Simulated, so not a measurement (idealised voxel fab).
You're looking at the process module voxel ribs on slabs.
For reference, the cross-section in this document is cut, with width 160 nm and square cells of 5 nm.
Cross-section, as written here: a square-cell grid given band by band from the top down, where a band holds one or more rows of cells. Heads up on the band format: heights come first, top then bottom, in nm. After that it's the materials left to right, each with its width in nm. A single material flagged "all across" fills the whole band edge to edge, and "air" means there's empty space there. Below 0: as-received wafer, all one material; heights counted from there. Lowest band: no bottom, goes on down, written "0 down". The two numbers in a width such as "30->40" mark its ends across the band: the first belongs to the top row of cells, the second to the bottom row, and from each row to the next the width moves by the same amount. "same as before", as given for a step, is the statement that not any cell of the cross-section underwent a change during that step. In the "Tabulated closed voids" entry, you get each enclosed empty space of 8 cells or more, one with no open way to the top, written width x height at distance, distance from the left edge, in nm. Whatever follows a step's settings on its line is a remark the simulator itself makes about that step. On any step carrying a mask, the "overlay nm" setting, if present on the step's line, tells how far right of its planned place the mask lay; negative values point to the left.

### Below is the list of planned process steps
1. RECEIVE | material Si
2. DIRECTIONAL_DEP | material SiO2 | thk nm 25
3. DIRECTIONAL_DEP | material SiN | thk nm 20
4. DIRECTIONAL_DEP | material aC | thk nm 10
5. PATTERN | tone cover | mask id RIB | material resist | width nm 30 | thk nm 30 | overlay nm 0
6. DIRECTIONAL_ETCH | etch materials aC | depth nm 10
7. STRIP | etch materials resist
8. DIRECTIONAL_ETCH | etch materials SiN | depth nm 10
9. STRIP | etch materials aC
10. DIRECTIONAL_DEP | material aC | thk nm 15
11. PATTERN | tone cover | mask id SLAB | material resist | width nm 90 | thk nm 30 | overlay nm 0
12. DIRECTIONAL_ETCH | etch materials aC | depth nm 15
13. STRIP | etch materials resist
14. DIRECTIONAL_ETCH | etch materials SiN | depth nm 10
15. STRIP | etch materials aC
16. FILL_DEP | material SiO2 | thk nm 25
17. CMP | height nm 65
18. DIRECTIONAL_DEP | material TiN | thk nm 5
19. DIRECTIONAL_DEP | material aC | thk nm 15
20. PATTERN | tone cover | mask id HEATER | material resist | width nm 40 | thk nm 30 | overlay nm -15
21. DIRECTIONAL_ETCH | etch materials aC | depth nm 15
22. STRIP | etch materials resist
23. DIRECTIONAL_ETCH | etch materials TiN | depth nm 5
24. STRIP | etch materials aC
25. CONFORMAL_DEP | material SiN | thk nm 5
The wafers are alike at the start. At step 20, their overlay nm differs. The plan lists the first wafer's value.

### Cross-section, first of several wafers, as delivered after step 1
> 0 down | Si all across
> Tabulated closed voids: none

### First of several wafers in cross-section at module end, following the final step, step 25
> 75 to 70 | 40 air  50 SiN  70 air
> 70 to 65 | 45 SiN  40 TiN  75 SiN
> 65 to 45 | SiO2 all across
> 45 to 35 | 65 SiO2  30 SiN  65 SiO2
> 35 to 25 | 35 SiO2  90 SiN  35 SiO2
> 25 to 0 | SiO2 all across
> 0 down | Si all across
> Tabulated closed voids: none

### Cross-section of the final wafer among several, taken at the end of the module
> 75 to 70 | 70 air  50 SiN  40 air
> 70 to 65 | 75 SiN  40 TiN  45 SiN
> 65 to 45 | SiO2 all across
> 45 to 35 | 65 SiO2  30 SiN  65 SiO2
> 35 to 25 | 35 SiO2  90 SiN  35 SiO2
> 25 to 0 | SiO2 all across
> 0 down | Si all across
> Tabulated closed voids: none

### Table: wafers, a row each; end-of-module cell change per material since receipt, gain (+), loss (-); then closed voids
overlay nm -15 | +82 SiN | +368 SiO2 | +8 TiN | Tabulated closed voids: none
overlay nm -10 | +82 SiN | +368 SiO2 | +8 TiN | Tabulated closed voids: none
overlay nm -5 | +82 SiN | +368 SiO2 | +8 TiN | Tabulated closed voids: none
overlay nm 0 | +82 SiN | +368 SiO2 | +8 TiN | Tabulated closed voids: none
overlay nm 5 | +82 SiN | +368 SiO2 | +8 TiN | Tabulated closed voids: none
overlay nm 10 | +82 SiN | +368 SiO2 | +8 TiN | Tabulated closed voids: none
overlay nm 15 | +82 SiN | +368 SiO2 | +8 TiN | Tabulated closed voids: none
